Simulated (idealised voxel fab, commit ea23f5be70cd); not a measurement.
The process module that follows is named voxel wiring stack.
We display cut, a cross-section 240 nm in width whose square cells are each 5 nm.
The cross-sections in this document take the form of a grid made of square cells. They are written out as bands, in order from top to bottom. Each band consists of one or more rows of cells. Band: top height; bottom height; in nm. Then, left to right: material with width in nm, for each material. "throughout": a single material spanning edge to edge. "air": empty space. A quick word on heights: they are counted from 0, and under that level the wafer as it came to us is one material throughout. The lowest band is different from the rest in having no bottom; it simply continues downward, written as in "0..down". Graded width ("30..40"): value in top row of band = first number; value in bottom row = second number; row-to-row change constant. "stayed the same" for a step: no cell of the cross-section changed in that step. If an empty space has no open way to the top and is at least 8 cells in size, "Unvented cavities" lists it, written width x height at distance, where distance is measured from the left edge and every value is in nm. On each step's line, the part that comes after the settings is the simulator's own comment on the step. Steps that use a mask can have "overlay nm" on their line. It says how far the mask sat to the right of where it was meant to be. Negative means to the left.
Below is the list of planned process steps:
- 1: RECEIVE,material Si
- 2: CONFORMAL_DEP,material SiO2,thk nm 10
- 3: CONFORMAL_DEP,material SiN,thk nm 5
- 4: DIRECTIONAL_DEP,material lowk,thk nm 15
- 5: DIRECTIONAL_DEP,material aC,thk nm 15
- 6: PATTERN,tone open,mask id METAL_1,material resist,width nm 30,pitch nm 45,thk nm 35,overlay nm 0
- 7: DIRECTIONAL_ETCH,etch materials aC,depth nm 15
- 8: STRIP,etch materials resist
- 9: DIRECTIONAL_ETCH,etch materials lowk,depth nm 15
- 10: DIRECTIONAL_ETCH,etch materials SiN,depth nm 5
- 11: STRIP,etch materials aC
- 12: CONFORMAL_DEP,material TiN,thk nm 5
- 13: FILL_DEP,material W,thk nm 10
- 14: CMP,height nm 30
- 15: EPI,material Ru,thk nm 5
- 16: FILL_DEP,material SiCN,thk nm 5
- 17: DIRECTIONAL_DEP,material SiO2,thk nm 10
- 18: DIRECTIONAL_DEP,material aC,thk nm 15
- 19: PATTERN,tone open,mask id PLUG_1,material resist,width nm 15,pitch nm 45,thk nm 30,overlay nm 0
- 20: DIRECTIONAL_ETCH,etch materials aC,depth nm 15
- 21: STRIP,etch materials resist
- 22: DIRECTIONAL_ETCH,etch materials SiO2,depth nm 10
- 23: DIRECTIONAL_ETCH,etch materials SiCN,depth nm 5
- 24: STRIP,etch materials aC
- 25: EPI,material Ru,thk nm 10
- 26: EPI,material Ru,thk nm 5
- 27: CONFORMAL_DEP,material SiN,thk nm 5
- 28: DIRECTIONAL_DEP,material lowk,thk nm 25
- 29: DIRECTIONAL_DEP,material aC,thk nm 10
- 30: PATTERN,tone open,mask id METAL_2,material resist,width nm 20,pitch nm 45,thk nm 25,overlay nm 0
- 31: DIRECTIONAL_ETCH,etch materials aC,depth nm 10
- 32: STRIP,etch materials resist
- 33: DIRECTIONAL_ETCH,etch materials lowk,depth nm 25
- 34: DIRECTIONAL_ETCH,etch materials SiN,depth nm 5
- 35: STRIP,etch materials aC
- 36: CONFORMAL_DEP,material TiN,thk nm 5
- 37: FILL_DEP,material W,thk nm 10
- 38: CMP,height nm 80
- 39: CONFORMAL_DEP,material SiCN,thk nm 5
For this document, wafers share an identical start and vary in the step 30 width nm; the plan quotes the first wafer's value.
First of several wafers (as received, post step 1), cross-sectional view:
0..down: Si throughout
Unvented cavities: none
Depicted here is the first of several wafers in cross-section, at module completion following the last step, step 39:
85..80: SiCN throughout
80..55: lowk=85, then TiN=5, then W=10, then TiN=5, then lowk=25, then TiN=5, then W=10, then TiN=5, then lowk=90
55..50: SiN=85, then TiN=20, then SiN=25, then TiN=20, then SiN=90
50..40: SiO2=80, then Ru=15, then SiO2=30, then Ru=15, then SiO2=100
40..30: SiCN=80..75, then Ru=15..40, then SiCN=30..5, then Ru=15..40, then SiCN=100..80
30..15: lowk=80, then TiN=5, then W=20, then TiN=5, then lowk=15, then TiN=5, then W=20, then TiN=5, then lowk=85
15..10: SiN=80, then TiN=30, then SiN=15, then TiN=30, then SiN=85
10..0: SiO2 throughout
0..down: Si throughout
Unvented cavities: none
Cross-section, module end, final of several wafers:
85..80: SiCN throughout
80..55: lowk=80, then TiN=5, then W=20, then TiN=5, then lowk=15, then TiN=5, then W=20, then TiN=5, then lowk=85
55..50: SiN=80, then TiN=30, then SiN=15, then TiN=30, then SiN=85
50..40: SiO2=80, then Ru=15, then SiO2=30, then Ru=15, then SiO2=100
40..30: SiCN=80..75, then Ru=15..40, then SiCN=30..5, then Ru=15..40, then SiCN=100..80
30..15: lowk=80, then TiN=5, then W=20, then TiN=5, then lowk=15, then TiN=5, then W=20, then TiN=5, then lowk=85
15..10: SiN=80, then TiN=30, then SiN=15, then TiN=30, then SiN=85
10..0: SiO2 throughout
0..down: Si throughout
Unvented cavities: none
Tabulated below, wafer by wafer, are the end-of-module results: for each material, the number of cells gained (+) or lost (-) relative to the as-received state, followed by the closed voids:
width nm 20, +34 Ru, +122 SiCN, +76 SiN, +180 SiO2, +52 TiN, +44 W, +308 lowk, Unvented cavities: none
width nm 25, +34 Ru, +122 SiCN, +74 SiN, +180 SiO2, +54 TiN, +54 W, +298 lowk, Unvented cavities: none
width nm 30, +34 Ru, +122 SiCN, +72 SiN, +180 SiO2, +56 TiN, +64 W, +288 lowk, Unvented cavities: none
